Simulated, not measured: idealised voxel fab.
The following process module bears the name voxel ribs on slabs.
Cross-section cut: width 270 nm, square cells of 5 nm.
Square cells in a grid make up a cross-section in this document, and the grid is given as bands, listed from the top down, each one or more rows of cells. Top, bottom (nm), then materials left to right with widths (nm); lone material tagged "all across" fills the whole band edge to edge; "air" = empty space. Heights from 0 (as-received wafer is one material below). Bottom band endless downward, as "from 0 down". The two numbers in a width such as "30..40" mark its ends across the band: the first belongs to the top row of cells, the second to the bottom row, and from each row to the next the width moves by the same amount. Key: "nothing different" - step with no changed cell in the cross-section. Each empty space that has no open way to the top and spans at least 8 cells appears under "Enclosed void catalog" as width x height at distance, the distance counted from the left edge, all in nm. Formally, on a step line, whatever follows the settings is a remark that the simulator itself makes on the step. "overlay nm" on a masked step: distance the mask lay right of its planned place, negative for left.

[So here's the lineup of process steps we planned]
1 RECEIVE with material Si
2 DIRECTIONAL_DEP with material SiO2, thk nm 20
3 DIRECTIONAL_DEP with material polySi, thk nm 15
4 MASKED_ETCH with tone cover, mask id RIB, width nm 20, etch materials polySi, depth nm 5, overlay nm 0
5 DIRECTIONAL_DEP with material aC, thk nm 10
6 PATTERN with tone cover, mask id SLAB, material resist, width nm 50, thk nm 25, overlay nm 0
7 DIRECTIONAL_ETCH with etch materials aC, depth nm 10
8 STRIP with etch materials resist
9 DIRECTIONAL_ETCH with etch materials polySi, depth nm 10
10 STRIP with etch materials aC
11 FILL_DEP with material SiO2, thk nm 25
12 CMP with height nm 50
13 DIRECTIONAL_DEP with material W, thk nm 5
14 DIRECTIONAL_DEP with material aC, thk nm 10
15 PATTERN with tone cover, mask id HEATER, material resist, width nm 30, thk nm 30, overlay nm 0
16 DIRECTIONAL_ETCH with etch materials aC, depth nm 10
17 STRIP with etch materials resist
18 DIRECTIONAL_ETCH with etch materials W, depth nm 5
19 STRIP with etch materials aC
20 CONFORMAL_DEP with material SiN, thk nm 10

[Cross-section of the wafer upon arrival, representing the state reached after step 1]
- from 0 down  Si all across
- Enclosed void catalog: none

[What the wafer looks like in cross-section after this module, when it starts as shown above and follows the plan above but one mistake is made in running it]
- from 65 to 60  air=110, SiN=50, air=110
- from 60 to 55  SiN all across
- from 55 to 50  SiN=120, W=30, SiN=120
- from 50 to 45  SiO2=125, polySi=20, SiO2=125
- from 45 to 35  SiO2=110, polySi=50, SiO2=110
- from 35 to 20  polySi all across
- from 20 to 0  SiO2 all across
- from 0 down  Si all across
- Enclosed void catalog: none
Error vs. plan: heads up, step 3 of the plan got done twice
